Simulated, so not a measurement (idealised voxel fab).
process module | voxel self aligned vias
cross-section cut | 180 nm wide | cells 5 nm
A cross-section is a grid of square cells, given in bands from the top down. A band is one or more rows of cells.
Each band's line starts with the height of the band's top and of its bottom, in nm. Then come its materials from left to right, each with its width in nm. One material with "throughout" fills the band from edge to edge. "air" is empty space.
Height 0 is the level under which the wafer as received is all one material. The lowest band goes on downwards, as in "0 down".
A width such as "30 to 40" changes by the same amount from each row of cells to the next, from the band's top row to its bottom row.
"no change" after a step means that no cell of the cross-section changed.
closed voids: empty space of 8 cells or more with no open way to the top, each as width x height at its distance from the left edge, in nm
after a step's settings: what the simulator itself notes on the step
overlay nm, on a step with a mask: how far to the right of its planned place the mask lay; to the left if negative
Each pair below shows a cross-section before one step and the cross-section after it, down to the lowest band that changed. The line under each pair gives the step between them, with its settings. The pairs can come from different runs of this module on the same starting wafer, so a pair continues from the pair above only where its "before" says so.
before
  60 to 55: air 25 | TiN 55 | air 15 | TiN 55 | air 30
  55 to 40: air 25 | TiN 5 | SiO2 45 | TiN 5 | air 15 | TiN 5 | SiO2 45 | TiN 5 | air 30
  40 to 35: TiN 30 | SiO2 45 | TiN 25 | SiO2 45 | TiN 35
  35 to 30: SiO2 40 | SiN 25 | SiO2 45 | SiN 25 | SiO2 45
  30 to 20: SiO2 40 | TiN 5 | W 15 | TiN 5 | SiO2 45 | TiN 5 | W 15 | TiN 5 | SiO2 45
  20 to 15: SiO2 40 | TiN 25 | SiO2 45 | TiN 25 | SiO2 45
  15 to 10: SiCN throughout
  10 to 0: SiO2 throughout
  0 down: Si throughout
  closed voids: none
after
  70 to 60: Cu throughout
  60 to 55: Cu 25 | TiN 55 | Cu 15 | TiN 55 | Cu 30
  55 to 40: Cu 25 | TiN 5 | SiO2 45 | TiN 5 | Cu 15 | TiN 5 | SiO2 45 | TiN 5 | Cu 30
  below 40: unchanged
  closed voids: none
the step between: op FILL_DEP | material Cu | thk nm 10
before: the cross-section after the pair above
after
  55 to 40: Cu 25 | TiN 5 | SiO2 45 | TiN 5 | Cu 15 | TiN 5 | SiO2 45 | TiN 5 | Cu 30
  below 40: unchanged
  closed voids: none
the step between: op CMP | height nm 55
before: the cross-section after the pair above
after
  60 to 55: SiN throughout
  below 55: unchanged
  closed voids: none
the step between: op CONFORMAL_DEP | material SiN | thk nm 5
